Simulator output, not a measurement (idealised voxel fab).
Process module, titled voxel ribs on slabs
In the cross-section labelled cut, the width is 270 nm and each square cell is 5 nm.
If you're reading a cross-section in this doc, picture square cells in a grid; it comes to you as bands, top ones listed first down to the bottom, and a band can be one or more rows of cells. Band: top height; bottom height; in nm. Then, left to right: material with width in nm, for each material. "all across": a single material spanning edge to edge. "blank": empty space. Note: height 0 marks the level under which the wafer is uniformly one material as received. Lowest band unbounded below, written "z 0 and below". The expression "30..40" gives the width at the extremes of the band, the first number at its top row of cells and the second at its bottom row, with the width changing by equal amounts from each row to the next in between. "remains unaltered" after a step means that no cell of the cross-section changed. Closed empty spaces (no open way to the top) of 8 cells or more are what "Enclosed voids" lists, each as width x height at distance from the left edge, nm for all three. Anything after a step's settings on that line? It's the simulator's own note about the step. overlay nm: step with mask; distance mask lay right of planned place; negative value = left of planned place.

-- Planned step list for the process
1. RECEIVE with material Si
2. DIRECTIONAL_DEP with material SiO2, thk nm 20
3. DIRECTIONAL_DEP with material SiN, thk nm 25
4. MASKED_ETCH with tone cover, mask id RIB, width nm 25, etch materials SiN, depth nm 5, overlay nm 0
5. MASKED_ETCH with tone cover, mask id SLAB, width nm 85, etch materials SiN, depth nm 20, overlay nm 0
6. FILL_DEP with material SiO2, thk nm 25
7. CMP with height nm 60
8. DIRECTIONAL_DEP with material W, thk nm 10
9. DIRECTIONAL_DEP with material aC, thk nm 10
10. PATTERN with tone cover, mask id HEATER, material resist, width nm 35, thk nm 25, overlay nm 0
11. DIRECTIONAL_ETCH with etch materials aC, depth nm 10
12. STRIP with etch materials resist
13. DIRECTIONAL_ETCH with etch materials W, depth nm 10
14. STRIP with etch materials aC
15. CONFORMAL_DEP with material SiN, thk nm 5

-- As-received state of the wafer in cross-section, equivalent to post-step 1
* z 0 and below  Si all across
* Enclosed voids: none

-- first wafer at the end, as planned
* z 75 to 70  110 of blank; 45 of SiN; 115 of blank
* z 70 to 65  110 of blank; 5 of SiN; 35 of W; 5 of SiN; 115 of blank
* z 65 to 60  115 of SiN; 35 of W; 120 of SiN
* z 60 to 45  SiO2 all across
* z 45 to 40  120 of SiO2; 25 of SiN; 125 of SiO2
* z 40 to 20  90 of SiO2; 85 of SiN; 95 of SiO2
* z 20 to 0  SiO2 all across
* z 0 and below  Si all across
* Enclosed voids: none

-- Second of two wafers, module complete, sectioned: it shares the first wafer's start and plan but was run with one mistake
* z 70 to 60  115 of blank; 35 of W; 120 of blank
* z 60 to 45  SiO2 all across
* z 45 to 40  120 of SiO2; 25 of SiN; 125 of SiO2
* z 40 to 20  90 of SiO2; 85 of SiN; 95 of SiO2
* z 20 to 0  SiO2 all across
* z 0 and below  Si all across
* Enclosed voids: none
What was done differently from what was planned? heads up, step 15 of the plan was skipped and never actually ran
Once processing is complete, comparing cell counts shows that the second wafer has more or fewer of certain materials than the first: -58 SiN
